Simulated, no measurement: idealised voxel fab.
process module | voxel transistor to metal
cross-section cut | 160 nm wide | cells 5 nm
A cross-section is a grid of square cells, given in bands from the top down. A band is one or more rows of cells.
Each band's line starts with the height of the band's top and of its bottom, in nm. Then come its materials from left to right, each with its width in nm. One material with "throughout" fills the band from edge to edge. "air" is empty space.
Height 0 is the level under which the wafer as received is all one material. The lowest band goes on downwards, as in "0 down".
A width such as "30 to 40" changes by the same amount from each row of cells to the next, from the band's top row to its bottom row.
"no change" after a step means that no cell of the cross-section changed.
closed voids: empty space of 8 cells or more with no open way to the top, each as width x height at its distance from the left edge, in nm
after a step's settings: what the simulator itself notes on the step
overlay nm, on a step with a mask: how far to the right of its planned place the mask lay; to the left if negative
plan
1 op RECEIVE | material Si
2 op CONFORMAL_DEP | material SiO2 | thk nm 5
3 op CONFORMAL_DEP | material SiN | thk nm 10
4 op MASKED_ETCH | tone cover | mask id ACTIVE | width nm 115 | etch materials SiN | depth nm 10 | overlay nm 0
5 op MASKED_ETCH | tone cover | mask id ACTIVE | width nm 115 | etch materials SiO2 | depth nm 5 | overlay nm 0
6 op MASKED_ETCH | tone cover | mask id ACTIVE | width nm 115 | etch materials Si | depth nm 30 | overlay nm 0
7 op OXIDIZE | depth nm 5
8 op FILL_DEP | material SiO2 | thk nm 15
9 op CMP | height nm 15
10 op SELECTIVE_ETCH | etch materials SiO2 | depth nm 10
11 op STRIP | etch materials SiN
12 op SELECTIVE_ETCH | etch materials SiO2 | depth nm 5
13 op OXIDIZE | depth nm 5
14 op DIRECTIONAL_DEP | material polySi | thk nm 25
15 op DIRECTIONAL_DEP | material SiCN | thk nm 10
16 op PATTERN | tone cover | mask id GATE | material resist | width nm 25 | thk nm 20 | overlay nm 0
17 op DIRECTIONAL_ETCH | etch materials SiCN | depth nm 20
18 op DIRECTIONAL_ETCH | etch materials polySi | depth nm 35
19 op STRIP | etch materials resist
20 op CONFORMAL_DEP | material SiO2 | thk nm 5
21 op DIRECTIONAL_ETCH | etch materials SiO2 | depth nm 5
22 op CONFORMAL_DEP | material SiN | thk nm 5
23 op DIRECTIONAL_ETCH | etch materials SiN | depth nm 5
24 op DIRECTIONAL_ETCH | etch materials SiO2 | depth nm 5
25 op EPI | material pSi | thk nm 5
26 op FILL_DEP | material SiO2 | thk nm 10
27 op CMP | height nm 35
28 op DIRECTIONAL_DEP | material SiO2 | thk nm 10
29 op MASKED_ETCH | tone open | mask id CONTACT | width nm 35 | pitch nm 70 | etch materials SiO2 | depth nm 45 | overlay nm 0
30 op CONFORMAL_DEP | material TiN | thk nm 5
31 op FILL_DEP | material Ru | thk nm 10
32 op CMP | height nm 45
33 op CONFORMAL_DEP | material SiN | thk nm 5
34 op DIRECTIONAL_DEP | material lowk | thk nm 20
35 op PATTERN | tone open | mask id METAL_1 | material resist | width nm 20 | pitch nm 85 | thk nm 20 | overlay nm 0
36 op DIRECTIONAL_ETCH | etch materials lowk | depth nm 20
37 op DIRECTIONAL_ETCH | etch materials SiN | depth nm 5
38 op STRIP | etch materials resist
39 op CONFORMAL_DEP | material TiN | thk nm 5
40 op FILL_DEP | material W | thk nm 5
41 op CMP | height nm 70
42 op EPI | material Ru | thk nm 5
43 op FILL_DEP | material SiCN | thk nm 5
as received, after step 1
  0 down: Si throughout
  closed voids: none
first wafer at the end, as planned
  80 to 75: SiCN throughout
  75 to 70: SiCN 20 | Ru 30 | SiCN 55 | Ru 30 | SiCN 25
  70 to 50: lowk 25 | TiN 5 | W 10 | TiN 5 | lowk 65 | TiN 5 | W 10 | TiN 5 | lowk 30
  50 to 45: SiN 25 | TiN 20 | SiN 65 | TiN 20 | SiN 30
  45 to 35: SiO2 25 | TiN 5 | Ru 25 to 20 | TiN 5 to 10 | SiO2 35 | TiN 5 to 10 | Ru 25 to 20 | TiN 5 | SiO2 30
  35 to 25: SiO2 25 | TiN 5 | Ru 20 | TiN 5 | SiN 5 | SiO2 5 | SiCN 25 | SiO2 5 | SiN 5 | TiN 5 | Ru 20 | TiN 5 | SiO2 30
  25 to 5: SiO2 25 | TiN 5 | Ru 20 | TiN 5 | SiN 5 | SiO2 5 | polySi 25 | SiO2 5 | SiN 5 | TiN 5 | Ru 20 | TiN 5 | SiO2 30
  5 to 0: SiO2 25 | TiN 30 | SiN 5 | SiO2 5 | polySi 25 | SiO2 5 | SiN 5 | TiN 30 | SiO2 30
  0 to -5: SiO2 20 | pSi 35 | SiO2 45 | pSi 35 | SiO2 25
  -5 to -35: SiO2 25 | Si 105 | SiO2 30
  -35 down: Si throughout
  closed voids: none
second wafer at the end: like start, like plan, one mistake
  80 to 75: SiCN throughout
  75 to 70: SiCN 20 | Ru 30 | SiCN 55 | Ru 30 | SiCN 25
  70 to 50: lowk 25 | TiN 5 | W 10 | TiN 5 | lowk 65 | TiN 5 | W 10 | TiN 5 | lowk 30
  50 to 45: SiN 25 | TiN 20 | SiN 65 | TiN 20 | SiN 30
  45 to 35: SiO2 25 | TiN 5 | Ru 25 to 15 | TiN 5 to 15 | SiO2 35 | TiN 5 | Ru 25 | TiN 5 | SiO2 30
  35 to 25: SiO2 25 | TiN 5 | Ru 15 | TiN 5 | SiN 5 | TiN 5 | SiCN 25 | SiO2 5 | SiN 5 | TiN 5 | Ru 25 | TiN 5 | SiO2 30
  25 to 5: SiO2 25 | TiN 5 | Ru 15 | TiN 5 | SiN 5 | TiN 5 | polySi 25 | SiO2 5 | SiN 5 | TiN 5 | Ru 25 | TiN 5 | SiO2 30
  5 to 0: SiO2 25 | TiN 25 | SiN 5 | TiN 5 | polySi 25 | SiO2 5 | SiN 5 | TiN 35 | SiO2 30
  0 to -5: SiO2 20 | pSi 30 | SiO2 45 | pSi 40 | SiO2 25
  -5 to -35: SiO2 25 | Si 105 | SiO2 30
  -35 down: Si throughout
  closed voids: none
what went wrong: step 16 ran as: op PATTERN | tone cover | mask id GATE | material resist | width nm 25 | thk nm 20 | overlay nm -5
at the end the second wafer has, in cells: 7 fewer of SiO2 | 7 more of TiN
